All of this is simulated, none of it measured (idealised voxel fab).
The following process module bears the name voxel local oxidation.
This is section cut - it's 280 nm across, gridded in 5 nm square cells.
In what follows, cross-sections appear as grids of square cells, described through bands that run from the top down, where every band is one or more rows of cells. The entry gives the band's vertical extent as a top height and a bottom height in nm, then its horizontal make-up as materials from left to right, each with a width in nm. "air" stands for empty space; a single material marked "full width" fills the band edge to edge. Where do heights start? At 0: under that level the wafer as delivered is made of one material only. And the lowest band has no floor; it just carries on downward, as in "0 nm and below". When a width is written as two numbers, as in "30 to 40", the first number is the width in the top row of cells of the band and the second is the width in its bottom row, and the width changes by the same amount from each row to the next. Any step labelled "nothing got changed" changed none of the cells in the cross-section. You'll see "Closed empty spaces" listing empty spaces that have no way open to the top, as long as they're 8 cells or more; the notation is width x height at distance, where the distance is from the left edge, and all of it is in nm. That trailing text on a step's line, after the settings, is the simulator's own remark on the step. What "overlay nm" on a step's line means: if the step has a mask, that mask lay this far to the right of its planned place, or, when the value is negative, to the left.

[Here's what the planned process steps look like]
1: RECEIVE | material Si
2: CONFORMAL_DEP | material SiO2 | thk nm 5
3: CONFORMAL_DEP | material SiN | thk nm 10
4: DIRECTIONAL_DEP | material aC | thk nm 15
5: PATTERN | tone cover | mask id ACTIVE | material resist | width nm 90 | thk nm 35 | overlay nm 0
6: DIRECTIONAL_ETCH | etch materials aC | depth nm 15
7: STRIP | etch materials resist
8: DIRECTIONAL_ETCH | etch materials SiN | depth nm 10
9: STRIP | etch materials aC
10: SELECTIVE_ETCH | etch materials SiO2 | depth nm 5
11: OXIDIZE | depth nm 15
12: STRIP | etch materials SiN

[Cross-section, incoming material, after step 1]
- 0 nm and below | Si full width
- Closed empty spaces: none

[Looking at the first of two wafers in cross-section at end of module - ran to plan]
- 5 nm to 0 nm | 100 nm air / 80 nm SiO2 / 100 nm air
- 0 nm to -15 nm | 115 nm SiO2 / 50 nm Si / 115 nm SiO2
- -15 nm and below | Si full width
- Closed empty spaces: none

[Cross-sectional view: second of two wafers, end of module; start and plan identical to the first, one mistake in running]
- 5 nm to 0 nm | 90 nm SiO2 / 100 nm air / 90 nm SiO2
- 0 nm to -15 nm | 75 nm Si / 130 nm SiO2 / 75 nm Si
- -15 nm and below | Si full width
- Closed empty spaces: none
Against the plan, the run slipped here: off-plan run, step 5, actual operation and settings PATTERN | tone open | mask id ACTIVE | material resist | width nm 90 | thk nm 35 | overlay nm 0
Once processing is complete, comparing cell counts shows that the second wafer has more or fewer of certain materials than the first: Si +60; SiO2 -40
